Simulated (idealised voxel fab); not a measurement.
This is a process module. Its name is voxel capacitor over wiring.
Cross-section cut spans 215 nm and uses square cells 5 nm in size.
Cross-section layout: square cells on a grid; listed as bands, top to bottom; a band spans one or more cell rows.
Band: top and bottom heights (nm) first, top before bottom; then materials from left to right, widths in nm. "edge to edge" marks a sole material filling the band edge to edge. "empty" denotes empty space.
Measure heights from 0. That's the level where, below it, the as-received wafer is all one material. The lowest band is bottomless and extends downward; write it as in "0..down".
A width such as "30..40" changes by the same amount from each row of cells to the next, from the band's top row to its bottom row.
Where the words "remained the same" appear for a step, the cross-section shows no cell changed by that step; every cell remained as before.
"Enclosed void catalog" lists enclosed empty spaces (at least 8 cells, no open path upward to the top), each as width x height at distance from the left edge, in nm.
Step line, after settings: the simulator's comment on this step.
overlay nm: mask offset rightward from planned place, masked step; negative means leftward offset.
The steps planned for the process are as follows
1) RECEIVE, material Si
2) CONFORMAL_DEP, material SiO2, thk nm 10
3) CONFORMAL_DEP, material SiN, thk nm 5
4) DIRECTIONAL_DEP, material lowk, thk nm 15
5) MASKED_ETCH, tone open, mask id METAL_1, width nm 30, pitch nm 100, etch materials lowk, depth nm 15, overlay nm 0
6) MASKED_ETCH, tone open, mask id METAL_1, width nm 30, pitch nm 100, etch materials SiN, depth nm 5, overlay nm 0
7) CONFORMAL_DEP, material TiN, thk nm 5
8) FILL_DEP, material Cu, thk nm 10
9) CMP, height nm 30
10) CONFORMAL_DEP, material SiCN, thk nm 5
11) DIRECTIONAL_DEP, material SiO2, thk nm 15
12) DIRECTIONAL_DEP, material aC, thk nm 15
13) PATTERN, tone open, mask id PLUG_1, material resist, width nm 15, thk nm 30, overlay nm 0
14) DIRECTIONAL_ETCH, etch materials aC, depth nm 5
15) STRIP, etch materials resist
16) DIRECTIONAL_ETCH, etch materials SiO2, depth nm 15
17) DIRECTIONAL_ETCH, etch materials SiCN, depth nm 5
18) STRIP, etch materials aC
19) CONFORMAL_DEP, material TiN, thk nm 5
20) FILL_DEP, material Cu, thk nm 5
21) CMP, height nm 50
22) DIRECTIONAL_DEP, material TiN, thk nm 10
23) DIRECTIONAL_DEP, material HfO2, thk nm 5
24) DIRECTIONAL_DEP, material TiN, thk nm 5
25) DIRECTIONAL_DEP, material aC, thk nm 10
26) PATTERN, tone cover, mask id UPPER_PLATE, material resist, width nm 75, thk nm 30, overlay nm 0
27) DIRECTIONAL_ETCH, etch materials aC, depth nm 10
28) STRIP, etch materials resist
29) DIRECTIONAL_ETCH, etch materials TiN, depth nm 5
30) DIRECTIONAL_ETCH, etch materials HfO2, depth nm 5
31) STRIP, etch materials aC
32) DIRECTIONAL_DEP, material aC, thk nm 10
33) PATTERN, tone cover, mask id LOWER_PLATE, material resist, width nm 85, thk nm 25, overlay nm 0
34) DIRECTIONAL_ETCH, etch materials aC, depth nm 10
35) STRIP, etch materials resist
36) DIRECTIONAL_ETCH, etch materials TiN, depth nm 10
37) STRIP, etch materials aC
38) FILL_DEP, material SiO2, thk nm 15
39) CMP, height nm 80
40) PATTERN, tone open, mask id PLUG_2, material resist, width nm 15, thk nm 15, overlay nm 0
41) DIRECTIONAL_ETCH, etch materials SiO2, depth nm 10
42) STRIP, etch materials resist
43) CONFORMAL_DEP, material TiN, thk nm 5
44) FILL_DEP, material W, thk nm 10
45) CMP, height nm 80
46) CONFORMAL_DEP, material SiCN, thk nm 5
varied across the wafers: depth nm of step 14. The plan shows the first wafer's value. All wafers start alike
Cross-sectional view of the first of several wafers in the as-received condition, corresponding to the state following step 1
  0..down  Si edge to edge
  Enclosed void catalog: none
Wafer cross-section (first of several) - module end, post step 46 (last step)
  85..80  SiCN edge to edge
  80..75  65 SiO2 | 5 TiN | 5 W | 5 TiN | 135 SiO2
  75..65  65..55 SiO2 | 15..75 TiN | 135..85 SiO2
  65..60  55 SiO2 | 75 HfO2 | 85 SiO2
  60..50  50 SiO2 | 85 TiN | 80 SiO2
  50..35  SiO2 edge to edge
  35..30  SiCN edge to edge
  30..15  40 lowk | 5 TiN | 20 Cu | 5 TiN | 70 lowk | 5 TiN | 20 Cu | 5 TiN | 45 lowk
  15..10  40 SiN | 30 TiN | 70 SiN | 30 TiN | 45 SiN
  10..0  SiO2 edge to edge
  0..down  Si edge to edge
  Enclosed void catalog: none
Showing the last wafer in cross-section at the end of the module
  85..80  SiCN edge to edge
  80..75  65 SiO2 | 5 TiN | 5 W | 5 TiN | 135 SiO2
  75..65  65..55 SiO2 | 15..75 TiN | 135..85 SiO2
  65..60  55 SiO2 | 75 HfO2 | 85 SiO2
  60..50  50 SiO2 | 85 TiN | 80 SiO2
  50..35  55 SiO2 | 5 TiN | 5 Cu | 5 TiN | 145 SiO2
  35..30  55 SiCN | 15 TiN | 145 SiCN
  30..15  40 lowk | 5 TiN | 20 Cu | 5 TiN | 70 lowk | 5 TiN | 20 Cu | 5 TiN | 45 lowk
  15..10  40 SiN | 30 TiN | 70 SiN | 30 TiN | 45 SiN
  10..0  SiO2 edge to edge
  0..down  Si edge to edge
  Enclosed void catalog: none
Each row below is a wafer at the end of the module, listing for every material the number of cells it has gained (+) or lost (-) since it was received, followed by its closed voids
depth nm 5, +24 Cu, +15 HfO2, +86 SiCN, +31 SiN, +403 SiO2, +78 TiN, +1 W, +93 lowk, Enclosed void catalog: none
depth nm 10, +24 Cu, +15 HfO2, +86 SiCN, +31 SiN, +403 SiO2, +78 TiN, +1 W, +93 lowk, Enclosed void catalog: none
depth nm 15, +27 Cu, +15 HfO2, +83 SiCN, +31 SiN, +394 SiO2, +87 TiN, +1 W, +93 lowk, Enclosed void catalog: none
depth nm 20, +27 Cu, +15 HfO2, +83 SiCN, +31 SiN, +394 SiO2, +87 TiN, +1 W, +93 lowk, Enclosed void catalog: none
depth nm 25, +27 Cu, +15 HfO2, +83 SiCN, +31 SiN, +394 SiO2, +87 TiN, +1 W, +93 lowk, Enclosed void catalog: none
depth nm 30, +27 Cu, +15 HfO2, +83 SiCN, +31 SiN, +394 SiO2, +87 TiN, +1 W, +93 lowk, Enclosed void catalog: none
